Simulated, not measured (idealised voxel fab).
process module | voxel transistor to metal
cross-section cut | 200 nm wide | cells 5 nm
A cross-section is a grid of square cells, given in bands from the top down. A band is one or more rows of cells.
Each band's line starts with the height of the band's top and of its bottom, in nm. Then come its materials from left to right, each with its width in nm. One material with "throughout" fills the band from edge to edge. "air" is empty space.
Height 0 is the level under which the wafer as received is all one material. The lowest band goes on downwards, as in "0 down".
A width such as "30 to 40" changes by the same amount from each row of cells to the next, from the band's top row to its bottom row.
"no change" after a step means that no cell of the cross-section changed.
closed voids: empty space of 8 cells or more with no open way to the top, each as width x height at its distance from the left edge, in nm
after a step's settings: what the simulator itself notes on the step
overlay nm, on a step with a mask: how far to the right of its planned place the mask lay; to the left if negative
plan
1 op RECEIVE | material Si
2 op CONFORMAL_DEP | material SiO2 | thk nm 5
3 op CONFORMAL_DEP | material SiN | thk nm 15
4 op DIRECTIONAL_DEP | material aC | thk nm 10
5 op PATTERN | tone cover | mask id ACTIVE | material resist | width nm 110 | thk nm 25 | overlay nm 0
6 op DIRECTIONAL_ETCH | etch materials aC | depth nm 10
7 op STRIP | etch materials resist
8 op DIRECTIONAL_ETCH | etch materials SiN | depth nm 15
9 op DIRECTIONAL_ETCH | etch materials SiO2 | depth nm 5
10 op DIRECTIONAL_ETCH | etch materials Si | depth nm 25
11 op STRIP | etch materials aC
12 op FILL_DEP | material SiO2 | thk nm 10
13 op CMP | height nm 20
14 op SELECTIVE_ETCH | etch materials SiO2 | depth nm 5
15 op STRIP | etch materials SiN
16 op SELECTIVE_ETCH | etch materials SiO2 | depth nm 5
17 op OXIDIZE | depth nm 5
18 op DIRECTIONAL_DEP | material polySi | thk nm 20
19 op DIRECTIONAL_DEP | material SiCN | thk nm 10
20 op MASKED_ETCH | tone cover | mask id GATE | width nm 20 | etch materials SiCN | depth nm 20 | overlay nm 0
21 op MASKED_ETCH | tone cover | mask id GATE | width nm 20 | etch materials polySi | depth nm 30 | overlay nm 0
22 op CONFORMAL_DEP | material SiO2 | thk nm 5
23 op DIRECTIONAL_ETCH | etch materials SiO2 | depth nm 5
24 op CONFORMAL_DEP | material SiN | thk nm 5
25 op DIRECTIONAL_ETCH | etch materials SiN | depth nm 5
26 op DIRECTIONAL_ETCH | etch materials SiO2 | depth nm 5
27 op DIRECTIONAL_ETCH | etch materials Si | depth nm 5
28 op EPI | material pSi | thk nm 5
29 op FILL_DEP | material SiO2 | thk nm 5
30 op CMP | height nm 30
31 op DIRECTIONAL_DEP | material SiO2 | thk nm 15
32 op PATTERN | tone open | mask id CONTACT | material resist | width nm 20 | pitch nm 80 | thk nm 20 | overlay nm 0
33 op DIRECTIONAL_ETCH | etch materials SiO2 | depth nm 50
34 op STRIP | etch materials resist
35 op CONFORMAL_DEP | material TiN | thk nm 5
36 op FILL_DEP | material W | thk nm 10
37 op CMP | height nm 45
38 op DIRECTIONAL_DEP | material TiN | thk nm 5
39 op DIRECTIONAL_DEP | material Ru | thk nm 15
40 op MASKED_ETCH | tone cover | mask id METAL_1 | width nm 20 | pitch nm 80 | etch materials Ru | depth nm 15 | overlay nm 0
41 op MASKED_ETCH | tone cover | mask id METAL_1 | width nm 20 | pitch nm 80 | etch materials TiN | depth nm 5 | overlay nm 0
42 op FILL_DEP | material lowk | thk nm 10
43 op CMP | height nm 65
44 op CONFORMAL_DEP | material SiCN | thk nm 5
45 op DIRECTIONAL_DEP | material lowk | thk nm 35
46 op PATTERN | tone open | mask id METAL_2_HOLES | material resist | width nm 15 | pitch nm 80 | thk nm 20 | overlay nm 0
47 op DIRECTIONAL_ETCH | etch materials lowk | depth nm 35
48 op STRIP | etch materials resist
49 op PATTERN | tone open | mask id METAL_2 | material resist | width nm 20 | pitch nm 80 | thk nm 20 | overlay nm 0
50 op DIRECTIONAL_ETCH | etch materials lowk | depth nm 20
51 op DIRECTIONAL_ETCH | etch materials SiCN | depth nm 5
52 op STRIP | etch materials resist
53 op CONFORMAL_DEP | material TiN | thk nm 5
54 op FILL_DEP | material Ru | thk nm 10
55 op CMP | height nm 105
56 op CONFORMAL_DEP | material SiCN | thk nm 5
first wafer, as planned
as received, after step 1
  0 down: Si throughout
  closed voids: none
after step 2
  5 to 0: SiO2 throughout
  below 0: unchanged
after step 3
  20 to 5: SiN throughout
  below 5: unchanged
after step 4
  30 to 20: aC throughout
  below 20: unchanged
after step 5
  55 to 30: air 45 | resist 110 | air 45
  below 30: unchanged
after step 6
  45 to 30: air 45 | resist 110 | air 45
  30 to 20: air 45 | aC 110 | air 45
  below 20: unchanged
after step 7
  30 to 20: air 45 | aC 110 | air 45
  below 20: unchanged
after step 8
  30 to 20: air 45 | aC 110 | air 45
  20 to 5: air 45 | SiN 110 | air 45
  below 5: unchanged
after step 9
  30 to 20: air 45 | aC 110 | air 45
  20 to 5: air 45 | SiN 110 | air 45
  5 to 0: air 45 | SiO2 110 | air 45
  below 0: unchanged
after step 10
  30 to 20: air 45 | aC 110 | air 45
  20 to 5: air 45 | SiN 110 | air 45
  5 to 0: air 45 | SiO2 110 | air 45
  0 to -25: air 45 | Si 110 | air 45
  below -25: unchanged
after step 11
  20 to 5: air 45 | SiN 110 | air 45
  below 5: unchanged
after step 12
  30 to 20: SiO2 throughout
  20 to 5: SiO2 45 | SiN 110 | SiO2 45
  5 to 0: SiO2 throughout
  0 to -25: SiO2 45 | Si 110 | SiO2 45
  below -25: unchanged
after step 13
  20 to 5: SiO2 45 | SiN 110 | SiO2 45
  below 5: unchanged
after step 14
  20 to 15: air 45 | SiN 110 | air 45
  below 15: unchanged
after step 15
  15 to 5: SiO2 45 | air 110 | SiO2 45
  below 5: unchanged
after step 16
  10 to 0: SiO2 40 | air 120 | SiO2 40
  below 0: unchanged
after step 17
  10 to 0: SiO2 40 | air 120 | SiO2 40
  0 to -5: SiO2 throughout
  below -5: unchanged
after step 18
  30 to 20: polySi 40 | air 120 | polySi 40
  20 to 10: polySi throughout
  10 to 0: SiO2 40 | polySi 120 | SiO2 40
  below 0: unchanged
after step 19
  40 to 30: SiCN 40 | air 120 | SiCN 40
  30 to 20: polySi 40 | SiCN 120 | polySi 40
  below 20: unchanged
after step 20
  30 to 20: polySi 40 | air 50 | SiCN 20 | air 50 | polySi 40
  below 20: unchanged
after step 21
  30 to 20: air 90 | SiCN 20 | air 90
  20 to 10: air 90 | polySi 20 | air 90
  10 to 0: SiO2 40 | air 50 | polySi 20 | air 50 | SiO2 40
  below 0: unchanged
after step 22
  35 to 30: air 85 | SiO2 30 | air 85
  30 to 20: air 85 | SiO2 5 | SiCN 20 | SiO2 5 | air 85
  20 to 15: air 85 | SiO2 5 | polySi 20 | SiO2 5 | air 85
  15 to 5: SiO2 45 | air 40 | SiO2 5 | polySi 20 | SiO2 5 | air 40 | SiO2 45
  5 to 0: SiO2 90 | polySi 20 | SiO2 90
  below 0: unchanged
after step 23
  30 to 20: air 85 | SiO2 5 | SiCN 20 | SiO2 5 | air 85
  20 to 10: air 85 | SiO2 5 | polySi 20 | SiO2 5 | air 85
  10 to 0: SiO2 45 | air 40 | SiO2 5 | polySi 20 | SiO2 5 | air 40 | SiO2 45
  below 0: unchanged
after step 24
  35 to 30: air 80 | SiN 40 | air 80
  30 to 20: air 80 | SiN 5 | SiO2 5 | SiCN 20 | SiO2 5 | SiN 5 | air 80
  20 to 15: air 80 | SiN 5 | SiO2 5 | polySi 20 | SiO2 5 | SiN 5 | air 80
  15 to 10: SiN 50 | air 30 | SiN 5 | SiO2 5 | polySi 20 | SiO2 5 | SiN 5 | air 30 | SiN 50
  10 to 5: SiO2 45 | SiN 5 | air 30 | SiN 5 | SiO2 5 | polySi 20 | SiO2 5 | SiN 5 | air 30 | SiN 5 | SiO2 45
  5 to 0: SiO2 45 | SiN 40 | SiO2 5 | polySi 20 | SiO2 5 | SiN 40 | SiO2 45
  below 0: unchanged
after step 25
  30 to 20: air 80 | SiN 5 | SiO2 5 | SiCN 20 | SiO2 5 | SiN 5 | air 80
  20 to 10: air 80 | SiN 5 | SiO2 5 | polySi 20 | SiO2 5 | SiN 5 | air 80
  10 to 0: SiO2 45 | SiN 5 | air 30 | SiN 5 | SiO2 5 | polySi 20 | SiO2 5 | SiN 5 | air 30 | SiN 5 | SiO2 45
  below 0: unchanged
after step 26
  30 to 25: air 80 | SiN 5 | air 5 | SiCN 20 | air 5 | SiN 5 | air 80
  25 to 20: air 80 | SiN 5 | SiO2 5 | SiCN 20 | SiO2 5 | SiN 5 | air 80
  20 to 10: air 80 | SiN 5 | SiO2 5 | polySi 20 | SiO2 5 | SiN 5 | air 80
  10 to 5: air 45 | SiN 5 | air 30 | SiN 5 | SiO2 5 | polySi 20 | SiO2 5 | SiN 5 | air 30 | SiN 5 | air 45
  5 to 0: SiO2 45 | SiN 5 | air 30 | SiN 5 | SiO2 5 | polySi 20 | SiO2 5 | SiN 5 | air 30 | SiN 5 | SiO2 45
  0 to -5: SiO2 50 | air 30 | SiO2 40 | air 30 | SiO2 50
  below -5: unchanged
after step 27
  30 to 25: air 80 | SiN 5 | air 5 | SiCN 20 | air 5 | SiN 5 | air 80
  25 to 20: air 80 | SiN 5 | SiO2 5 | SiCN 20 | SiO2 5 | SiN 5 | air 80
  20 to 10: air 80 | SiN 5 | SiO2 5 | polySi 20 | SiO2 5 | SiN 5 | air 80
  10 to 5: air 45 | SiN 5 | air 30 | SiN 5 | SiO2 5 | polySi 20 | SiO2 5 | SiN 5 | air 30 | SiN 5 | air 45
  5 to 0: SiO2 45 | SiN 5 | air 30 | SiN 5 | SiO2 5 | polySi 20 | SiO2 5 | SiN 5 | air 30 | SiN 5 | SiO2 45
  0 to -5: SiO2 50 | air 30 | SiO2 40 | air 30 | SiO2 50
  -5 to -10: SiO2 45 | Si 5 | air 30 | Si 40 | air 30 | Si 5 | SiO2 45
  below -10: unchanged
after step 28
  30 to 25: air 80 | SiN 5 | air 5 | SiCN 20 | air 5 | SiN 5 | air 80
  25 to 20: air 80 | SiN 5 | SiO2 5 | SiCN 20 | SiO2 5 | SiN 5 | air 80
  20 to 10: air 80 | SiN 5 | SiO2 5 | polySi 20 | SiO2 5 | SiN 5 | air 80
  10 to 5: air 45 | SiN 5 | air 30 | SiN 5 | SiO2 5 | polySi 20 | SiO2 5 | SiN 5 | air 30 | SiN 5 | air 45
  5 to 0: SiO2 45 | SiN 5 | air 30 | SiN 5 | SiO2 5 | polySi 20 | SiO2 5 | SiN 5 | air 30 | SiN 5 | SiO2 45
  0 to -5: SiO2 50 | pSi 5 | air 20 | pSi 5 | SiO2 40 | pSi 5 | air 20 | pSi 5 | SiO2 50
  -5 to -10: SiO2 45 | Si 5 | pSi 30 | Si 40 | pSi 30 | Si 5 | SiO2 45
  below -10: unchanged
after step 29
  35 to 30: SiO2 throughout
  30 to 20: SiO2 80 | SiN 5 | SiO2 5 | SiCN 20 | SiO2 5 | SiN 5 | SiO2 80
  20 to 10: SiO2 80 | SiN 5 | SiO2 5 | polySi 20 | SiO2 5 | SiN 5 | SiO2 80
  10 to 0: SiO2 45 | SiN 5 | SiO2 30 | SiN 5 | SiO2 5 | polySi 20 | SiO2 5 | SiN 5 | SiO2 30 | SiN 5 | SiO2 45
  0 to -5: SiO2 50 | pSi 5 | SiO2 20 | pSi 5 | SiO2 40 | pSi 5 | SiO2 20 | pSi 5 | SiO2 50
  below -5: unchanged
after step 30
  30 to 20: SiO2 80 | SiN 5 | SiO2 5 | SiCN 20 | SiO2 5 | SiN 5 | SiO2 80
  below 20: unchanged
after step 31
  45 to 30: SiO2 throughout
  below 30: unchanged
after step 32
  65 to 45: resist 50 | air 20 | resist 60 | air 20 | resist 50
  below 45: unchanged
after step 33
  65 to 45: resist 50 | air 20 | resist 60 | air 20 | resist 50
  45 to 30: SiO2 50 | air 20 | SiO2 60 | air 20 | SiO2 50
  30 to 20: SiO2 50 | air 20 | SiO2 10 | SiN 5 | SiO2 5 | SiCN 20 | SiO2 5 | SiN 5 | SiO2 10 | air 20 | SiO2 50
  20 to 10: SiO2 50 | air 20 | SiO2 10 | SiN 5 | SiO2 5 | polySi 20 | SiO2 5 | SiN 5 | SiO2 10 | air 20 | SiO2 50
  10 to 0: SiO2 45 | SiN 5 | air 20 | SiO2 10 | SiN 5 | SiO2 5 | polySi 20 | SiO2 5 | SiN 5 | SiO2 10 | air 20 | SiN 5 | SiO2 45
  0 to -5: SiO2 50 | pSi 5 | air 15 | SiO2 5 | pSi 5 | SiO2 40 | pSi 5 | SiO2 5 | air 15 | pSi 5 | SiO2 50
  below -5: unchanged
after step 34
  45 to 30: SiO2 50 | air 20 | SiO2 60 | air 20 | SiO2 50
  below 30: unchanged
after step 35
  50 to 45: TiN 55 | air 10 | TiN 70 | air 10 | TiN 55
  45 to 30: SiO2 50 | TiN 5 | air 10 | TiN 5 | SiO2 60 | TiN 5 | air 10 | TiN 5 | SiO2 50
  30 to 20: SiO2 50 | TiN 5 | air 10 | TiN 5 | SiO2 10 | SiN 5 | SiO2 5 | SiCN 20 | SiO2 5 | SiN 5 | SiO2 10 | TiN 5 | air 10 | TiN 5 | SiO2 50
  20 to 10: SiO2 50 | TiN 5 | air 10 | TiN 5 | SiO2 10 | SiN 5 | SiO2 5 | polySi 20 | SiO2 5 | SiN 5 | SiO2 10 | TiN 5 | air 10 | TiN 5 | SiO2 50
  10 to 0: SiO2 45 | SiN 5 | TiN 5 to 10 | air 10 to 5 | TiN 5 | SiO2 10 | SiN 5 | SiO2 5 | polySi 20 | SiO2 5 | SiN 5 | SiO2 10 | TiN 5 | air 10 to 5 | TiN 5 to 10 | SiN 5 | SiO2 45
  0 to -5: SiO2 50 | pSi 5 | TiN 15 | SiO2 5 | pSi 5 | SiO2 40 | pSi 5 | SiO2 5 | TiN 15 | pSi 5 | SiO2 50
  below -5: unchanged
after step 36
  60 to 50: W throughout
  50 to 45: TiN 55 | W 10 | TiN 70 | W 10 | TiN 55
  45 to 30: SiO2 50 | TiN 5 | W 10 | TiN 5 | SiO2 60 | TiN 5 | W 10 | TiN 5 | SiO2 50
  30 to 20: SiO2 50 | TiN 5 | W 10 | TiN 5 | SiO2 10 | SiN 5 | SiO2 5 | SiCN 20 | SiO2 5 | SiN 5 | SiO2 10 | TiN 5 | W 10 | TiN 5 | SiO2 50
  20 to 10: SiO2 50 | TiN 5 | W 10 | TiN 5 | SiO2 10 | SiN 5 | SiO2 5 | polySi 20 | SiO2 5 | SiN 5 | SiO2 10 | TiN 5 | W 10 | TiN 5 | SiO2 50
  10 to 0: SiO2 45 | SiN 5 | TiN 5 to 10 | W 10 to 5 | TiN 5 | SiO2 10 | SiN 5 | SiO2 5 | polySi 20 | SiO2 5 | SiN 5 | SiO2 10 | TiN 5 | W 10 to 5 | TiN 5 to 10 | SiN 5 | SiO2 45
  below 0: unchanged
after step 37
  45 to 30: SiO2 50 | TiN 5 | W 10 | TiN 5 | SiO2 60 | TiN 5 | W 10 | TiN 5 | SiO2 50
  below 30: unchanged
after step 38
  50 to 45: TiN throughout
  below 45: unchanged
after step 39
  65 to 50: Ru throughout
  below 50: unchanged
after step 40
  65 to 50: air 50 | Ru 20 | air 60 | Ru 20 | air 50
  below 50: unchanged
after step 41
  65 to 50: air 50 | Ru 20 | air 60 | Ru 20 | air 50
  50 to 45: air 50 | TiN 20 | air 60 | TiN 20 | air 50
  below 45: unchanged
after step 42
  75 to 65: lowk throughout
  65 to 50: lowk 50 | Ru 20 | lowk 60 | Ru 20 | lowk 50
  50 to 45: lowk 50 | TiN 20 | lowk 60 | TiN 20 | lowk 50
  below 45: unchanged
after step 43
  65 to 50: lowk 50 | Ru 20 | lowk 60 | Ru 20 | lowk 50
  below 50: unchanged
after step 44
  70 to 65: SiCN throughout
  below 65: unchanged
after step 45
  105 to 70: lowk throughout
  below 70: unchanged
after step 46
  125 to 105: resist 50 | air 15 | resist 65 | air 15 | resist 55
  below 105: unchanged
after step 47
  125 to 105: resist 50 | air 15 | resist 65 | air 15 | resist 55
  105 to 70: lowk 50 | air 15 | lowk 65 | air 15 | lowk 55
  below 70: unchanged
after step 48
  105 to 70: lowk 50 | air 15 | lowk 65 | air 15 | lowk 55
  below 70: unchanged
after step 49
  125 to 105: resist 50 | air 20 | resist 60 | air 20 | resist 50
  below 105: unchanged
after step 50
  125 to 105: resist 50 | air 20 | resist 60 | air 20 | resist 50
  105 to 85: lowk 50 | air 20 | lowk 60 | air 20 | lowk 50
  below 85: unchanged
after step 51
  125 to 105: resist 50 | air 20 | resist 60 | air 20 | resist 50
  105 to 85: lowk 50 | air 20 | lowk 60 | air 20 | lowk 50
  85 to 70: lowk 50 | air 15 | lowk 65 | air 15 | lowk 55
  70 to 65: SiCN 50 | air 15 | SiCN 65 | air 15 | SiCN 55
  below 65: unchanged
after step 52
  105 to 85: lowk 50 | air 20 | lowk 60 | air 20 | lowk 50
  below 85: unchanged
after step 53
  110 to 105: TiN 55 | air 10 | TiN 70 | air 10 | TiN 55
  105 to 90: lowk 50 | TiN 5 | air 10 | TiN 5 | lowk 60 | TiN 5 | air 10 | TiN 5 | lowk 50
  90 to 85: lowk 50 | TiN 5 | air 5 | TiN 10 | lowk 60 | TiN 5 | air 5 | TiN 10 | lowk 50
  85 to 70: lowk 50 | TiN 5 | air 5 | TiN 5 | lowk 65 | TiN 5 | air 5 | TiN 5 | lowk 55
  70 to 65: SiCN 50 | TiN 15 | SiCN 65 | TiN 15 | SiCN 55
  below 65: unchanged
after step 54
  120 to 110: Ru throughout
  110 to 105: TiN 55 | Ru 10 | TiN 70 | Ru 10 | TiN 55
  105 to 90: lowk 50 | TiN 5 | Ru 10 | TiN 5 | lowk 60 | TiN 5 | Ru 10 | TiN 5 | lowk 50
  90 to 85: lowk 50 | TiN 5 | Ru 5 | TiN 10 | lowk 60 | TiN 5 | Ru 5 | TiN 10 | lowk 50
  85 to 70: lowk 50 | TiN 5 | Ru 5 | TiN 5 | lowk 65 | TiN 5 | Ru 5 | TiN 5 | lowk 55
  below 70: unchanged
after step 55
  105 to 90: lowk 50 | TiN 5 | Ru 10 | TiN 5 | lowk 60 | TiN 5 | Ru 10 | TiN 5 | lowk 50
  below 90: unchanged
after step 56
  110 to 105: SiCN throughout
  below 105: unchanged
second wafer: like start, like plan, one mistake. Through step 16 it matches the first wafer
when step 17 should have ended
  10 to 0: SiO2 40 | air 120 | SiO2 40
  0 to -10: SiO2 throughout
  below -10: unchanged
when step 18 should have ended
  30 to 20: polySi 40 | air 120 | polySi 40
  20 to 10: polySi throughout
  10 to 0: SiO2 40 | polySi 120 | SiO2 40
  below 0: unchanged
when step 19 should have ended
  40 to 30: SiCN 40 | air 120 | SiCN 40
  30 to 20: polySi 40 | SiCN 120 | polySi 40
  below 20: unchanged
when step 20 should have ended
  30 to 20: polySi 40 | air 50 | SiCN 20 | air 50 | polySi 40
  below 20: unchanged
when step 21 should have ended
  30 to 20: air 90 | SiCN 20 | air 90
  20 to 10: air 90 | polySi 20 | air 90
  10 to 0: SiO2 40 | air 50 | polySi 20 | air 50 | SiO2 40
  below 0: unchanged
when step 22 should have ended
  35 to 30: air 85 | SiO2 30 | air 85
  30 to 20: air 85 | SiO2 5 | SiCN 20 | SiO2 5 | air 85
  20 to 15: air 85 | SiO2 5 | polySi 20 | SiO2 5 | air 85
  15 to 5: SiO2 45 | air 40 | SiO2 5 | polySi 20 | SiO2 5 | air 40 | SiO2 45
  5 to 0: SiO2 90 | polySi 20 | SiO2 90
  below 0: unchanged
when step 23 should have ended
  30 to 20: air 85 | SiO2 5 | SiCN 20 | SiO2 5 | air 85
  20 to 10: air 85 | SiO2 5 | polySi 20 | SiO2 5 | air 85
  10 to 0: SiO2 45 | air 40 | SiO2 5 | polySi 20 | SiO2 5 | air 40 | SiO2 45
  below 0: unchanged
when step 24 should have ended
  35 to 30: air 80 | SiN 40 | air 80
  30 to 20: air 80 | SiN 5 | SiO2 5 | SiCN 20 | SiO2 5 | SiN 5 | air 80
  20 to 15: air 80 | SiN 5 | SiO2 5 | polySi 20 | SiO2 5 | SiN 5 | air 80
  15 to 10: SiN 50 | air 30 | SiN 5 | SiO2 5 | polySi 20 | SiO2 5 | SiN 5 | air 30 | SiN 50
  10 to 5: SiO2 45 | SiN 5 | air 30 | SiN 5 | SiO2 5 | polySi 20 | SiO2 5 | SiN 5 | air 30 | SiN 5 | SiO2 45
  5 to 0: SiO2 45 | SiN 40 | SiO2 5 | polySi 20 | SiO2 5 | SiN 40 | SiO2 45
  below 0: unchanged
when step 25 should have ended
  30 to 20: air 80 | SiN 5 | SiO2 5 | SiCN 20 | SiO2 5 | SiN 5 | air 80
  20 to 10: air 80 | SiN 5 | SiO2 5 | polySi 20 | SiO2 5 | SiN 5 | air 80
  10 to 0: SiO2 45 | SiN 5 | air 30 | SiN 5 | SiO2 5 | polySi 20 | SiO2 5 | SiN 5 | air 30 | SiN 5 | SiO2 45
  below 0: unchanged
when step 26 should have ended
  30 to 25: air 80 | SiN 5 | air 5 | SiCN 20 | air 5 | SiN 5 | air 80
  25 to 20: air 80 | SiN 5 | SiO2 5 | SiCN 20 | SiO2 5 | SiN 5 | air 80
  20 to 10: air 80 | SiN 5 | SiO2 5 | polySi 20 | SiO2 5 | SiN 5 | air 80
  10 to 5: air 45 | SiN 5 | air 30 | SiN 5 | SiO2 5 | polySi 20 | SiO2 5 | SiN 5 | air 30 | SiN 5 | air 45
  5 to 0: SiO2 45 | SiN 5 | air 30 | SiN 5 | SiO2 5 | polySi 20 | SiO2 5 | SiN 5 | air 30 | SiN 5 | SiO2 45
  0 to -5: SiO2 50 | air 30 | SiO2 40 | air 30 | SiO2 50
  below -5: unchanged
when step 27 should have ended: no change
when step 28 should have ended: no change
when step 29 should have ended
  35 to 30: SiO2 throughout
  30 to 20: SiO2 80 | SiN 5 | SiO2 5 | SiCN 20 | SiO2 5 | SiN 5 | SiO2 80
  20 to 10: SiO2 80 | SiN 5 | SiO2 5 | polySi 20 | SiO2 5 | SiN 5 | SiO2 80
  10 to 0: SiO2 45 | SiN 5 | SiO2 30 | SiN 5 | SiO2 5 | polySi 20 | SiO2 5 | SiN 5 | SiO2 30 | SiN 5 | SiO2 45
  0 to -10: SiO2 throughout
  below -10: unchanged
when step 30 should have ended
  30 to 20: SiO2 80 | SiN 5 | SiO2 5 | SiCN 20 | SiO2 5 | SiN 5 | SiO2 80
  below 20: unchanged
when step 31 should have ended
  45 to 30: SiO2 throughout
  below 30: unchanged
when step 32 should have ended
  65 to 45: resist 50 | air 20 | resist 60 | air 20 | resist 50
  below 45: unchanged
when step 33 should have ended
  65 to 45: resist 50 | air 20 | resist 60 | air 20 | resist 50
  45 to 30: SiO2 50 | air 20 | SiO2 60 | air 20 | SiO2 50
  30 to 20: SiO2 50 | air 20 | SiO2 10 | SiN 5 | SiO2 5 | SiCN 20 | SiO2 5 | SiN 5 | SiO2 10 | air 20 | SiO2 50
  20 to 10: SiO2 50 | air 20 | SiO2 10 | SiN 5 | SiO2 5 | polySi 20 | SiO2 5 | SiN 5 | SiO2 10 | air 20 | SiO2 50
  10 to 0: SiO2 45 | SiN 5 | air 20 | SiO2 10 | SiN 5 | SiO2 5 | polySi 20 | SiO2 5 | SiN 5 | SiO2 10 | air 20 | SiN 5 | SiO2 45
  0 to -5: SiO2 50 | air 20 | SiO2 60 | air 20 | SiO2 50
  below -5: unchanged
when step 34 should have ended
  45 to 30: SiO2 50 | air 20 | SiO2 60 | air 20 | SiO2 50
  below 30: unchanged
when step 35 should have ended
  50 to 45: TiN 55 | air 10 | TiN 70 | air 10 | TiN 55
  45 to 30: SiO2 50 | TiN 5 | air 10 | TiN 5 | SiO2 60 | TiN 5 | air 10 | TiN 5 | SiO2 50
  30 to 20: SiO2 50 | TiN 5 | air 10 | TiN 5 | SiO2 10 | SiN 5 | SiO2 5 | SiCN 20 | SiO2 5 | SiN 5 | SiO2 10 | TiN 5 | air 10 | TiN 5 | SiO2 50
  20 to 10: SiO2 50 | TiN 5 | air 10 | TiN 5 | SiO2 10 | SiN 5 | SiO2 5 | polySi 20 | SiO2 5 | SiN 5 | SiO2 10 | TiN 5 | air 10 | TiN 5 | SiO2 50
  10 to 0: SiO2 45 | SiN 5 | TiN 5 | air 10 | TiN 5 | SiO2 10 | SiN 5 | SiO2 5 | polySi 20 | SiO2 5 | SiN 5 | SiO2 10 | TiN 5 | air 10 | TiN 5 | SiN 5 | SiO2 45
  0 to -5: SiO2 50 | TiN 20 | SiO2 60 | TiN 20 | SiO2 50
  below -5: unchanged
when step 36 should have ended
  60 to 50: W throughout
  50 to 45: TiN 55 | W 10 | TiN 70 | W 10 | TiN 55
  45 to 30: SiO2 50 | TiN 5 | W 10 | TiN 5 | SiO2 60 | TiN 5 | W 10 | TiN 5 | SiO2 50
  30 to 20: SiO2 50 | TiN 5 | W 10 | TiN 5 | SiO2 10 | SiN 5 | SiO2 5 | SiCN 20 | SiO2 5 | SiN 5 | SiO2 10 | TiN 5 | W 10 | TiN 5 | SiO2 50
  20 to 10: SiO2 50 | TiN 5 | W 10 | TiN 5 | SiO2 10 | SiN 5 | SiO2 5 | polySi 20 | SiO2 5 | SiN 5 | SiO2 10 | TiN 5 | W 10 | TiN 5 | SiO2 50
  10 to 0: SiO2 45 | SiN 5 | TiN 5 | W 10 | TiN 5 | SiO2 10 | SiN 5 | SiO2 5 | polySi 20 | SiO2 5 | SiN 5 | SiO2 10 | TiN 5 | W 10 | TiN 5 | SiN 5 | SiO2 45
  below 0: unchanged
when step 37 should have ended
  45 to 30: SiO2 50 | TiN 5 | W 10 | TiN 5 | SiO2 60 | TiN 5 | W 10 | TiN 5 | SiO2 50
  below 30: unchanged
when step 38 should have ended
  50 to 45: TiN throughout
  below 45: unchanged
when step 39 should have ended
  65 to 50: Ru throughout
  below 50: unchanged
when step 40 should have ended
  65 to 50: air 50 | Ru 20 | air 60 | Ru 20 | air 50
  below 50: unchanged
when step 41 should have ended
  65 to 50: air 50 | Ru 20 | air 60 | Ru 20 | air 50
  50 to 45: air 50 | TiN 20 | air 60 | TiN 20 | air 50
  below 45: unchanged
when step 42 should have ended
  75 to 65: lowk throughout
  65 to 50: lowk 50 | Ru 20 | lowk 60 | Ru 20 | lowk 50
  50 to 45: lowk 50 | TiN 20 | lowk 60 | TiN 20 | lowk 50
  below 45: unchanged
when step 43 should have ended
  65 to 50: lowk 50 | Ru 20 | lowk 60 | Ru 20 | lowk 50
  below 50: unchanged
when step 44 should have ended
  70 to 65: SiCN throughout
  below 65: unchanged
when step 45 should have ended
  105 to 70: lowk throughout
  below 70: unchanged
when step 46 should have ended
  125 to 105: resist 50 | air 15 | resist 65 | air 15 | resist 55
  below 105: unchanged
when step 47 should have ended
  125 to 105: resist 50 | air 15 | resist 65 | air 15 | resist 55
  105 to 70: lowk 50 | air 15 | lowk 65 | air 15 | lowk 55
  below 70: unchanged
when step 48 should have ended
  105 to 70: lowk 50 | air 15 | lowk 65 | air 15 | lowk 55
  below 70: unchanged
when step 49 should have ended
  125 to 105: resist 50 | air 20 | resist 60 | air 20 | resist 50
  below 105: unchanged
when step 50 should have ended
  125 to 105: resist 50 | air 20 | resist 60 | air 20 | resist 50
  105 to 85: lowk 50 | air 20 | lowk 60 | air 20 | lowk 50
  below 85: unchanged
when step 51 should have ended
  125 to 105: resist 50 | air 20 | resist 60 | air 20 | resist 50
  105 to 85: lowk 50 | air 20 | lowk 60 | air 20 | lowk 50
  85 to 70: lowk 50 | air 15 | lowk 65 | air 15 | lowk 55
  70 to 65: SiCN 50 | air 15 | SiCN 65 | air 15 | SiCN 55
  below 65: unchanged
when step 52 should have ended
  105 to 85: lowk 50 | air 20 | lowk 60 | air 20 | lowk 50
  below 85: unchanged
when step 53 should have ended
  110 to 105: TiN 55 | air 10 | TiN 70 | air 10 | TiN 55
  105 to 90: lowk 50 | TiN 5 | air 10 | TiN 5 | lowk 60 | TiN 5 | air 10 | TiN 5 | lowk 50
  90 to 85: lowk 50 | TiN 5 | air 5 | TiN 10 | lowk 60 | TiN 5 | air 5 | TiN 10 | lowk 50
  85 to 70: lowk 50 | TiN 5 | air 5 | TiN 5 | lowk 65 | TiN 5 | air 5 | TiN 5 | lowk 55
  70 to 65: SiCN 50 | TiN 15 | SiCN 65 | TiN 15 | SiCN 55
  below 65: unchanged
when step 54 should have ended
  120 to 110: Ru throughout
  110 to 105: TiN 55 | Ru 10 | TiN 70 | Ru 10 | TiN 55
  105 to 90: lowk 50 | TiN 5 | Ru 10 | TiN 5 | lowk 60 | TiN 5 | Ru 10 | TiN 5 | lowk 50
  90 to 85: lowk 50 | TiN 5 | Ru 5 | TiN 10 | lowk 60 | TiN 5 | Ru 5 | TiN 10 | lowk 50
  85 to 70: lowk 50 | TiN 5 | Ru 5 | TiN 5 | lowk 65 | TiN 5 | Ru 5 | TiN 5 | lowk 55
  below 70: unchanged
when step 55 should have ended
  105 to 90: lowk 50 | TiN 5 | Ru 10 | TiN 5 | lowk 60 | TiN 5 | Ru 10 | TiN 5 | lowk 50
  below 90: unchanged
when step 56 should have ended
  110 to 105: SiCN throughout
  below 105: unchanged
what went wrong: step 17 ran as: op OXIDIZE | depth nm 10
at the end the second wafer has, in cells: 10 fewer of Si | 24 more of SiO2 | 2 more of W | 16 fewer of pSi
